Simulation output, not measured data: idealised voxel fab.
A process module follows: voxel plated lines.
For reference, the cross-section in this document is cut, with width 230 nm and square cells of 5 nm.
Heads up, the way a cross-section reads in here is a grid of square cells, handed over as bands from the top down, with every band being one or more rows of cells. Within each band entry, the heights of the top and of the bottom of the band appear first, in that order and in nm; the materials of the band then follow from left to right, each with its corresponding width in nm. The designation "all across" on a single material indicates that it fills the band from edge to edge; the designation "air" indicates empty space. For the purposes of this specification, 0 denotes the height below which the wafer in its as-received condition is composed wholly of one material, and the lowermost band, lacking a lower limit, extends downward without end, as expressed in "0 and below". Per-row width for "30..40": begins at first number (top row of band), ends at second number (bottom row), increment between rows held constant. Key: "no modification" - step with no changed cell in the cross-section. "Closed void register" - sealed voids, min. 8 cells, no opening to top; format: width x height at distance (distance from left edge; nm throughout). If you see something after the settings on a step's line, that's the simulator's own remark about that step. overlay nm: on a step with a mask, how far right of its planned place the mask lay; negative means left.
These are the steps we planned for the process
1. RECEIVE, material Si
2. CONFORMAL_DEP, material Al2O3, thk nm 5
3. DIRECTIONAL_DEP, material TiN, thk nm 5
4. PATTERN, tone open, mask id LINES, material resist, width nm 20, pitch nm 50, thk nm 25, overlay nm 0
5. EPI, material Ru, thk nm 5
6. EPI, material Ru, thk nm 10
7. STRIP, etch materials resist
8. DIRECTIONAL_ETCH, etch materials TiN, depth nm 5
9. CONFORMAL_DEP, material SiN, thk nm 5
Cross-section of the incoming wafer, state after step 1
    0 and below: Si all across
    Closed void register: none
Final cross-section, module run with one mistake (start and plan as above)
    30 down to 25: 50 nm air | 30 nm Al2O3 | 20 nm air | 30 nm Al2O3 | 20 nm air | 30 nm Al2O3 | 50 nm air
    25 down to 10: 50 nm air | 5 nm Al2O3 | 20 nm Ru | 5 nm Al2O3 | 20 nm air | 5 nm Al2O3 | 20 nm Ru | 5 nm Al2O3 | 20 nm air | 5 nm Al2O3 | 20 nm Ru | 5 nm Al2O3 | 50 nm air
    10 down to 5: 55 nm Al2O3 | 20 nm TiN | 30 nm Al2O3 | 20 nm TiN | 30 nm Al2O3 | 20 nm TiN | 55 nm Al2O3
    5 down to 0: Al2O3 all across
    0 and below: Si all across
    Closed void register: none
What broke from the plan during processing? not per plan at step 9, really ran CONFORMAL_DEP, material Al2O3, thk nm 5
